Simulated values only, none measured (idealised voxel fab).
This is a process module. Its name is voxel transistor to metal.
Square cell edge 5 nm, section width 180 nm, ID cut.
Cross-section format: a grid of square cells, given as bands from top to bottom; each band is one or more rows of cells. The entry gives the band's vertical extent as a top height and a bottom height in nm, then its horizontal make-up as materials from left to right, each with a width in nm. "blank" stands for empty space; a single material marked "all across" fills the band edge to edge. It should be noted that heights are counted from 0, beneath which the wafer as supplied is of one material throughout, and that the lowest band possesses no lower boundary but continues downward, as written in "top 0, no bottom". It should be noted that a width expressed as "30 to 40" varies in equal increments from row to row of cells within the band, taking the value of the first number at the top row and that of the second number at the bottom row. "identical to before" after a step means that no cell of the cross-section changed. So "Fully closed voids" is basically the list of trapped voids: any empty space of 8 cells or more that can't reach the top through an opening. They're written width x height at distance, the distance being from the left edge, and it's all nm. Heads up: the bit after the settings on a step's line is the simulator's remark on that step. If you see "overlay nm" on a step's line and that step has a mask, it's telling you how far right of where it was planned the mask ended up; a negative number means it went left instead.
The steps planned for the process are as follows:
step 1: op RECEIVE | material Si
step 2: op OXIDIZE | depth nm 5
step 3: op CONFORMAL_DEP | material SiN | thk nm 10
step 4: op MASKED_ETCH | tone cover | mask id ACTIVE | width nm 125 | etch materials SiN | depth nm 10 | overlay nm 0
step 5: op MASKED_ETCH | tone cover | mask id ACTIVE | width nm 125 | etch materials SiO2 | depth nm 5 | overlay nm 0
step 6: op MASKED_ETCH | tone cover | mask id ACTIVE | width nm 125 | etch materials Si | depth nm 20 | overlay nm 0
step 7: op OXIDIZE | depth nm 5
step 8: op FILL_DEP | material SiO2 | thk nm 15
step 9: op CMP | height nm 10
step 10: op SELECTIVE_ETCH | etch materials SiO2 | depth nm 5
step 11: op STRIP | etch materials SiN
step 12: op SELECTIVE_ETCH | etch materials SiO2 | depth nm 5
step 13: op OXIDIZE | depth nm 5
step 14: op DIRECTIONAL_DEP | material polySi | thk nm 25
step 15: op DIRECTIONAL_DEP | material SiCN | thk nm 10
step 16: op MASKED_ETCH | tone cover | mask id GATE | width nm 35 | etch materials SiCN | depth nm 20 | overlay nm 0
step 17: op MASKED_ETCH | tone cover | mask id GATE | width nm 35 | etch materials polySi | depth nm 35 | overlay nm 0
step 18: op CONFORMAL_DEP | material SiO2 | thk nm 5
step 19: op DIRECTIONAL_ETCH | etch materials SiO2 | depth nm 5
step 20: op CONFORMAL_DEP | material SiN | thk nm 5
step 21: op DIRECTIONAL_ETCH | etch materials SiN | depth nm 5
step 22: op DIRECTIONAL_ETCH | etch materials SiO2 | depth nm 5
step 23: op DIRECTIONAL_ETCH | etch materials Si | depth nm 10
step 24: op EPI | material SiGe | thk nm 15
step 25: op FILL_DEP | material SiO2 | thk nm 10
step 26: op CMP | height nm 20
step 27: op STRIP | etch materials polySi
step 28: op SELECTIVE_ETCH | etch materials SiO2 | depth nm 5
step 29: op CONFORMAL_DEP | material HfO2 | thk nm 5
step 30: op CONFORMAL_DEP | material TiN | thk nm 5
step 31: op FILL_DEP | material W | thk nm 10
step 32: op CMP | height nm 15
step 33: op DIRECTIONAL_DEP | material SiO2 | thk nm 15
step 34: op MASKED_ETCH | tone open | mask id CONTACT | width nm 20 | pitch nm 85 | etch materials SiO2 | depth nm 35 | overlay nm 0
step 35: op CONFORMAL_DEP | material TiN | thk nm 5
step 36: op FILL_DEP | material Ru | thk nm 5
step 37: op CMP | height nm 30
step 38: op CONFORMAL_DEP | material SiN | thk nm 5
step 39: op DIRECTIONAL_DEP | material lowk | thk nm 15
step 40: op DIRECTIONAL_DEP | material aC | thk nm 15
step 41: op PATTERN | tone open | mask id METAL_1 | material resist | width nm 20 | pitch nm 85 | thk nm 35 | overlay nm 0
step 42: op DIRECTIONAL_ETCH | etch materials aC | depth nm 15
step 43: op STRIP | etch materials resist
step 44: op DIRECTIONAL_ETCH | etch materials lowk | depth nm 15
step 45: op DIRECTIONAL_ETCH | etch materials SiN | depth nm 5
step 46: op STRIP | etch materials aC
step 47: op CONFORMAL_DEP | material TiN | thk nm 5
step 48: op FILL_DEP | material Ru | thk nm 5
step 49: op CMP | height nm 50
step 50: op CONFORMAL_DEP | material SiCN | thk nm 5
Wafer cross-section on receipt, i.e. after step 1:
    top 0, no bottom: Si all across
    Fully closed voids: none
A wafer at the end: this start, this plan, one mistake:
    top 55, bottom 50: SiCN all across
    top 50, bottom 35: lowk 35 nm  TiN 5 nm  Ru 10 nm  TiN 5 nm  lowk 65 nm  TiN 5 nm  Ru 10 nm  TiN 5 nm  lowk 40 nm
    top 35, bottom 30: SiN 35 nm  TiN 20 nm  SiN 65 nm  TiN 20 nm  SiN 40 nm
    top 30, bottom 25: SiO2 35 nm  TiN 5 nm  Ru 10 nm  TiN 5 nm  SiO2 65 nm  TiN 5 nm  Ru 10 nm  TiN 5 nm  SiO2 40 nm
    top 25, bottom 15: SiO2 35 nm  TiN 20 to 10 nm  SiO2 65 to 85 nm  TiN 20 to 10 nm  SiO2 40 nm
    top 15, bottom 10: SiO2 35 nm  TiN 10 nm  SiO2 15 nm  SiN 5 nm  HfO2 5 nm  TiN 5 nm  W 25 nm  TiN 5 nm  HfO2 5 nm  SiN 5 nm  SiO2 15 nm  TiN 10 nm  SiO2 40 nm
    top 10, bottom 5: SiO2 60 nm  SiN 5 nm  HfO2 5 nm  TiN 5 nm  W 25 nm  TiN 5 nm  HfO2 5 nm  SiN 5 nm  SiO2 65 nm
    top 5, bottom 0: SiO2 45 nm  SiGe 15 nm  SiN 5 nm  HfO2 5 nm  TiN 5 nm  W 25 nm  TiN 5 nm  HfO2 5 nm  SiN 5 nm  SiGe 15 nm  SiO2 50 nm
    top 0, bottom -5: SiO2 25 nm  SiN 5 nm  SiO2 15 nm  SiGe 15 nm  SiN 5 nm  HfO2 5 nm  TiN 35 nm  HfO2 5 nm  SiN 5 nm  SiGe 15 nm  SiO2 15 nm  SiN 5 nm  SiO2 30 nm
    top -5, bottom -10: SiO2 30 nm  SiGe 30 nm  SiO2 5 nm  HfO2 45 nm  SiO2 5 nm  SiGe 30 nm  SiO2 35 nm
    top -10, bottom -20: SiO2 30 nm  SiGe 30 nm  Si 55 nm  SiGe 30 nm  SiO2 35 nm
    top -20, bottom -30: SiO2 30 nm  Si 115 nm  SiO2 35 nm
    top -30, no bottom: Si all across
    Fully closed voids: none
what went wrong: swap of plan steps 33 and 34 during execution
